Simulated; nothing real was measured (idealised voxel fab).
process module | voxel wiring stack
175 nm wide, 5 nm square cells: that's cross-section cut.
How to read a cross-section here: the picture is a grid of square cells, written as bands going from the top down, and any band can span one or more rows of cells. Top height, bottom height, nm. Materials left to right, width each, nm. Single material + "everywhere" = fills band edge to edge. "blank" = empty. Counting heights begins at 0, where everything beneath is, in the wafer as received, one material. The lowest band has no bottom; it goes on downwards, as "z 0 and below" shows. When a width is written as two numbers, as in "30..40", the first number is the width in the top row of cells of the band and the second is the width in its bottom row, and the width changes by the same amount from each row to the next. A step reported as "remains unaltered" is a step in which no cell of the cross-section changed. The list in "Enclosed void entries" covers empty spaces of 8 cells or more that cannot reach the top through any open way, and it gives each as width x height at distance; the distance is from the left edge, and width, height and distance are in nm. Formally, on a step line, whatever follows the settings is a remark that the simulator itself makes on the step. On any step carrying a mask, the "overlay nm" setting, if present on the step's line, tells how far right of its planned place the mask lay; negative values point to the left.

**So here's the lineup of process steps we planned**
step 1: RECEIVE: material Si
step 2: CONFORMAL_DEP: material SiO2, thk nm 15
step 3: DIRECTIONAL_DEP: material TiN, thk nm 5
step 4: DIRECTIONAL_DEP: material Ru, thk nm 15
step 5: MASKED_ETCH: tone cover, mask id METAL_1, width nm 25, pitch nm 55, etch materials Ru, depth nm 15, overlay nm 0
step 6: MASKED_ETCH: tone cover, mask id METAL_1, width nm 25, pitch nm 55, etch materials TiN, depth nm 5, overlay nm 0
step 7: FILL_DEP: material lowk, thk nm 5
step 8: CMP: height nm 35
step 9: CONFORMAL_DEP: material SiCN, thk nm 5
step 10: DIRECTIONAL_DEP: material lowk, thk nm 10
step 11: DIRECTIONAL_DEP: material aC, thk nm 15
step 12: PATTERN: tone open, mask id PLUG_1, material resist, width nm 15, pitch nm 55, thk nm 30, overlay nm 0
step 13: DIRECTIONAL_ETCH: etch materials aC, depth nm 15
step 14: STRIP: etch materials resist
step 15: DIRECTIONAL_ETCH: etch materials lowk, depth nm 10
step 16: DIRECTIONAL_ETCH: etch materials SiCN, depth nm 5
step 17: STRIP: etch materials aC
step 18: CONFORMAL_DEP: material TiN, thk nm 5
step 19: FILL_DEP: material Ru, thk nm 5
step 20: CMP: height nm 50
step 21: CONFORMAL_DEP: material SiCN, thk nm 5
step 22: DIRECTIONAL_DEP: material SiO2, thk nm 15
step 23: PATTERN: tone open, mask id METAL_2, material resist, width nm 25, pitch nm 55, thk nm 15, overlay nm 0
step 24: DIRECTIONAL_ETCH: etch materials SiO2, depth nm 15
step 25: DIRECTIONAL_ETCH: etch materials SiCN, depth nm 5
step 26: STRIP: etch materials resist
step 27: CONFORMAL_DEP: material TiN, thk nm 5
step 28: FILL_DEP: material Ru, thk nm 5
step 29: CMP: height nm 70
step 30: CONFORMAL_DEP: material SiCN, thk nm 5
step 31: DIRECTIONAL_DEP: material SiO2, thk nm 30
step 32: MASKED_ETCH: tone open, mask id METAL_3_HOLES, width nm 15, etch materials SiO2, depth nm 30, overlay nm 0
step 33: MASKED_ETCH: tone open, mask id METAL_3, width nm 25, pitch nm 55, etch materials SiO2, depth nm 15, overlay nm -15
step 34: MASKED_ETCH: tone open, mask id METAL_3, width nm 25, pitch nm 55, etch materials SiCN, depth nm 5, overlay nm 0
step 35: CONFORMAL_DEP: material TiN, thk nm 5
step 36: FILL_DEP: material Ru, thk nm 5
step 37: CMP: height nm 105
step 38: CONFORMAL_DEP: material SiCN, thk nm 5
What sets these wafers apart? The overlay nm at step 33. They all start alike, and the plan carries the first wafer's value.

**Cross-section of the first incoming wafer of several, state after step 1**
    z 0 and below = Si everywhere
    Enclosed void entries: none

**Depicted here is the first of several wafers in cross-section, at module completion following the last step, step 38**
    z 110 to 105 = SiCN everywhere
    z 105 to 95 = 30 SiO2  5 TiN  20 Ru  5 TiN  25 SiO2  5 TiN  15 Ru  5 TiN  65 SiO2
    z 95 to 90 = 30 SiO2  20 TiN  5 Ru  5 TiN  25 SiO2  25 TiN  65 SiO2
    z 90 to 75 = 45 SiO2  5 TiN  5 Ru  5 TiN  115 SiO2
    z 75 to 70 = 45 SiCN  15 TiN  115 SiCN
    z 70 to 55 = 45 SiO2  5 TiN  15 Ru  5 TiN  30 SiO2  5 TiN  15 Ru  5 TiN  50 SiO2
    z 55 to 50 = 45 SiCN  25 TiN  30 SiCN  25 TiN  50 SiCN
    z 50 to 40 = 45 lowk  5 TiN  5 Ru  5 TiN  40 lowk  5 TiN  5 Ru  5 TiN  60 lowk
    z 40 to 35 = 45 SiCN  15 TiN  40 SiCN  15 TiN  60 SiCN
    z 35 to 20 = 45 lowk  25 Ru  30 lowk  25 Ru  50 lowk
    z 20 to 15 = 45 lowk  25 TiN  30 lowk  25 TiN  50 lowk
    z 15 to 0 = SiO2 everywhere
    z 0 and below = Si everywhere
    Enclosed void entries: none

**Last-wafer cross-section at the end of the module**
    z 110 to 105 = SiCN everywhere
    z 105 to 95 = 45 SiO2  5 TiN  30 Ru  5 TiN  30 SiO2  5 TiN  15 Ru  5 TiN  35 SiO2
    z 95 to 90 = 45 SiO2  5 TiN  5 Ru  30 TiN  30 SiO2  25 TiN  35 SiO2
    z 90 to 75 = 45 SiO2  5 TiN  5 Ru  5 TiN  115 SiO2
    z 75 to 70 = 45 SiCN  15 TiN  115 SiCN
    z 70 to 55 = 45 SiO2  5 TiN  15 Ru  5 TiN  30 SiO2  5 TiN  15 Ru  5 TiN  50 SiO2
    z 55 to 50 = 45 SiCN  25 TiN  30 SiCN  25 TiN  50 SiCN
    z 50 to 40 = 45 lowk  5 TiN  5 Ru  5 TiN  40 lowk  5 TiN  5 Ru  5 TiN  60 lowk
    z 40 to 35 = 45 SiCN  15 TiN  40 SiCN  15 TiN  60 SiCN
    z 35 to 20 = 45 lowk  25 Ru  30 lowk  25 Ru  50 lowk
    z 20 to 15 = 45 lowk  25 TiN  30 lowk  25 TiN  50 lowk
    z 15 to 0 = SiO2 everywhere
    z 0 and below = Si everywhere
    Enclosed void entries: none

**Rows = wafers. At module end, each row lists per material the cells gained (+) or lost (-) since the wafer was received, then the closed voids**
overlay nm -15, +70 Ru, +121 SiCN, +348 SiO2, +73 TiN, +158 lowk, Enclosed void entries: none
overlay nm -10, +68 Ru, +121 SiCN, +351 SiO2, +72 TiN, +158 lowk, Enclosed void entries: none
overlay nm -5, +68 Ru, +121 SiCN, +351 SiO2, +72 TiN, +158 lowk, Enclosed void entries: none
overlay nm 0, +68 Ru, +121 SiCN, +351 SiO2, +72 TiN, +158 lowk, Enclosed void entries: none
overlay nm 5, +70 Ru, +121 SiCN, +348 SiO2, +73 TiN, +158 lowk, Enclosed void entries: none
overlay nm 10, +72 Ru, +121 SiCN, +345 SiO2, +74 TiN, +158 lowk, Enclosed void entries: none
overlay nm 15, +74 Ru, +121 SiCN, +342 SiO2, +75 TiN, +158 lowk, Enclosed void entries: none
